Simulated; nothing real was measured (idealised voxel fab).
Process module, titled voxel quadruple lines
This is section cut - it's 205 nm across, gridded in 5 nm square cells.
Bands, listed from the top down, are how a cross-section gets written in this document; the cross-section itself is a grid of square cells, and a band is one or more rows of them. A band entry consists of two parts. The first gives the height of the band's top and the height of its bottom, in nm. The rest lists the band's materials from left to right, each with its width in nm. A single material labelled with the word "full width" fills the band from edge to edge, and the word "blank" marks empty space. Beneath 0, the wafer as received is one material, and that level is where height counting begins. The lowest band goes on downward without a bottom; it is written like "0 -> down". Think of "30..40" as a width that walks from the first number to the second as you go down the band, top row to bottom row, taking equal-sized steps from row to row. Basically "everything unchanged" means that step didn't change any cell in the cross-section. Empty spaces counting at least 8 cells and having no open way to the top are listed in "Enclosed void entries". The notation width x height at distance is used for each, the distance being from the left edge and all three values in nm. Formally, on a step line, whatever follows the settings is a remark that the simulator itself makes on the step. If you see "overlay nm" on a step's line and that step has a mask, it's telling you how far right of where it was planned the mask ended up; a negative number means it went left instead.
## The following list gives the planned process steps
1. RECEIVE | material Si
2. CONFORMAL_DEP | material Al2O3 | thk nm 5
3. DIRECTIONAL_DEP | material Ru | thk nm 15
4. DIRECTIONAL_DEP | material polySi | thk nm 15
5. DIRECTIONAL_DEP | material aC | thk nm 25
6. PATTERN | tone cover | mask id MANDREL | material resist | width nm 30 | thk nm 30 | overlay nm 0
7. DIRECTIONAL_ETCH | etch materials aC | depth nm 25
8. STRIP | etch materials resist
9. CONFORMAL_DEP | material SiO2 | thk nm 10
10. DIRECTIONAL_ETCH | etch materials SiO2 | depth nm 10
11. STRIP | etch materials aC
12. DIRECTIONAL_ETCH | etch materials polySi | depth nm 15
13. STRIP | etch materials SiO2
14. CONFORMAL_DEP | material SiCN | thk nm 10
15. DIRECTIONAL_ETCH | etch materials SiCN | depth nm 10
16. STRIP | etch materials polySi
17. DIRECTIONAL_ETCH | etch materials Ru | depth nm 15
18. STRIP | etch materials SiCN
19. FILL_DEP | material lowk | thk nm 10
20. CMP | height nm 20
## Cross-section, incoming material, after step 1
  0 -> down: Si full width
  Enclosed void entries: none
## Sectioned view, first of two wafers, at the close of the module, processed as intended in the plan
  20 -> 5: lowk: 65; Ru: 10; lowk: 10; Ru: 10; lowk: 10; Ru: 10; lowk: 10; Ru: 10; lowk: 70
  5 -> 0: Al2O3 full width
  0 -> down: Si full width
  Enclosed void entries: none
## Wafer two, sectioned after the module: the first wafer's start, the first wafer's plan, and one mistake in how it was run
  20 -> 15: lowk full width
  15 -> 0: lowk: 65; Ru: 10; lowk: 10; Ru: 10; lowk: 10; Ru: 10; lowk: 10; Ru: 10; lowk: 70
  0 -> down: Si full width
  Enclosed void entries: none
In executing the process, a mistake was made relative to the plan: step 2 of the plan was bypassed and not carried out
The final cell counts differ between the wafers, with the second having more or fewer of some materials than the first: Al2O3: 41 fewer, lowk: 41 more
